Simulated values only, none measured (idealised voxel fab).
The name of this process module is voxel lift off.
In the cross-section labelled cut, the width is 155 nm and each square cell is 5 nm.
This document writes a cross-section as a grid whose cells are square, and gives it as bands, listed from the top down; one or more rows of cells form a band.
Band: top and bottom heights (nm) first, top before bottom; then materials from left to right, widths in nm. "everywhere" marks a sole material filling the band edge to edge. "air" denotes empty space.
Height 0 is the level under which the wafer as received is all one material. The lowest band goes on downwards, as in "top 0, no bottom".
You'd read "30 to 40" like this: the band's top row of cells is as wide as the first number, its bottom row is as wide as the second, and going down, every row changes width by the same amount as the row before did.
It should be understood that the words "left unchanged", when stated for a given step, signify that the cross-section underwent no change in any of its cells during that step.
Empty spaces without an open route to the top, at least 8 cells in extent, make up the entry "Non-vented voids"; each is given as width x height at distance, where the distance is measured from the left edge, and all are in nm.
Note: text after step settings on the step line = simulator remark on that step.
A step's line can hold "overlay nm"; with a mask on that step, the setting says how far right of the planned place the mask lay, while a negative setting says it lay to the left.
## The steps planned for the process are as follows
| 1 | RECEIVE, material Si |
| 2 | CONFORMAL_DEP, material SiN, thk nm 10 |
| 3 | PATTERN, tone open, mask id LINES, material resist, width nm 25, pitch nm 40, thk nm 30, overlay nm 0 |
| 4 | DIRECTIONAL_DEP, material Ru, thk nm 15 |
| 5 | STRIP, etch materials resist |
| 6 | CONFORMAL_DEP, material SiCN, thk nm 5 |
## On the first of the two wafers: run conducted according to plan
## As received (post step 1): cross-section
- top 0, no bottom  Si everywhere
- Non-vented voids: none
## after step 2
- top 10, bottom 0  SiN everywhere
- Below 0 it's all the same as before, nothing changed down there.
## after step 3
- top 40, bottom 10  resist 25 nm; air 25 nm; resist 15 nm; air 25 nm; resist 15 nm; air 25 nm; resist 25 nm
- Below 10 it's all the same as before, nothing changed down there.
## after step 4
- top 55, bottom 40  Ru 25 nm; air 25 nm; Ru 15 nm; air 25 nm; Ru 15 nm; air 25 nm; Ru 25 nm
- top 40, bottom 25  resist 25 nm; air 25 nm; resist 15 nm; air 25 nm; resist 15 nm; air 25 nm; resist 25 nm
- top 25, bottom 10  resist 25 nm; Ru 25 nm; resist 15 nm; Ru 25 nm; resist 15 nm; Ru 25 nm; resist 25 nm
- Below 10 it's all the same as before, nothing changed down there.
## after step 5
- top 25, bottom 10  air 25 nm; Ru 25 nm; air 15 nm; Ru 25 nm; air 15 nm; Ru 25 nm; air 25 nm
- Below 10 it's all the same as before, nothing changed down there.
## after step 6
- top 30, bottom 25  air 20 nm; SiCN 35 nm; air 5 nm; SiCN 35 nm; air 5 nm; SiCN 35 nm; air 20 nm
- top 25, bottom 15  air 20 nm; SiCN 5 nm; Ru 25 nm; SiCN 5 nm; air 5 nm; SiCN 5 nm; Ru 25 nm; SiCN 5 nm; air 5 nm; SiCN 5 nm; Ru 25 nm; SiCN 5 nm; air 20 nm
- top 15, bottom 10  SiCN 25 nm; Ru 25 nm; SiCN 15 nm; Ru 25 nm; SiCN 15 nm; Ru 25 nm; SiCN 25 nm
- Below 10 it's all the same as before, nothing changed down there.
## Wafer two. Identical start, identical plan. One mistake in execution. Identical history through step 3
## Cross-section of the second wafer at the time by which step 4 should have been completed according to the plan
- top 60, bottom 40  Ru 25 nm; air 25 nm; Ru 15 nm; air 25 nm; Ru 15 nm; air 25 nm; Ru 25 nm
- top 40, bottom 30  resist 25 nm; air 25 nm; resist 15 nm; air 25 nm; resist 15 nm; air 25 nm; resist 25 nm
- top 30, bottom 10  resist 25 nm; Ru 25 nm; resist 15 nm; Ru 25 nm; resist 15 nm; Ru 25 nm; resist 25 nm
- Below 10 it's all the same as before, nothing changed down there.
## Cross-section of the second wafer at the time by which step 5 should have been completed according to the plan
- top 30, bottom 10  air 25 nm; Ru 25 nm; air 15 nm; Ru 25 nm; air 15 nm; Ru 25 nm; air 25 nm
- Below 10 it's all the same as before, nothing changed down there.
## Cross-section of the second wafer at the time by which step 6 should have been completed according to the plan
- top 35, bottom 30  air 20 nm; SiCN 35 nm; air 5 nm; SiCN 35 nm; air 5 nm; SiCN 35 nm; air 20 nm
- top 30, bottom 15  air 20 nm; SiCN 5 nm; Ru 25 nm; SiCN 5 nm; air 5 nm; SiCN 5 nm; Ru 25 nm; SiCN 5 nm; air 5 nm; SiCN 5 nm; Ru 25 nm; SiCN 5 nm; air 20 nm
- top 15, bottom 10  SiCN 25 nm; Ru 25 nm; SiCN 15 nm; Ru 25 nm; SiCN 15 nm; Ru 25 nm; SiCN 25 nm
- Below 10 it's all the same as before, nothing changed down there.
Processing error: step 4 did not happen as planned, as run it was DIRECTIONAL_DEP, material Ru, thk nm 20
Cell-count delta at end, second wafer over first, by material: Ru: 15 more | SiCN: 6 more
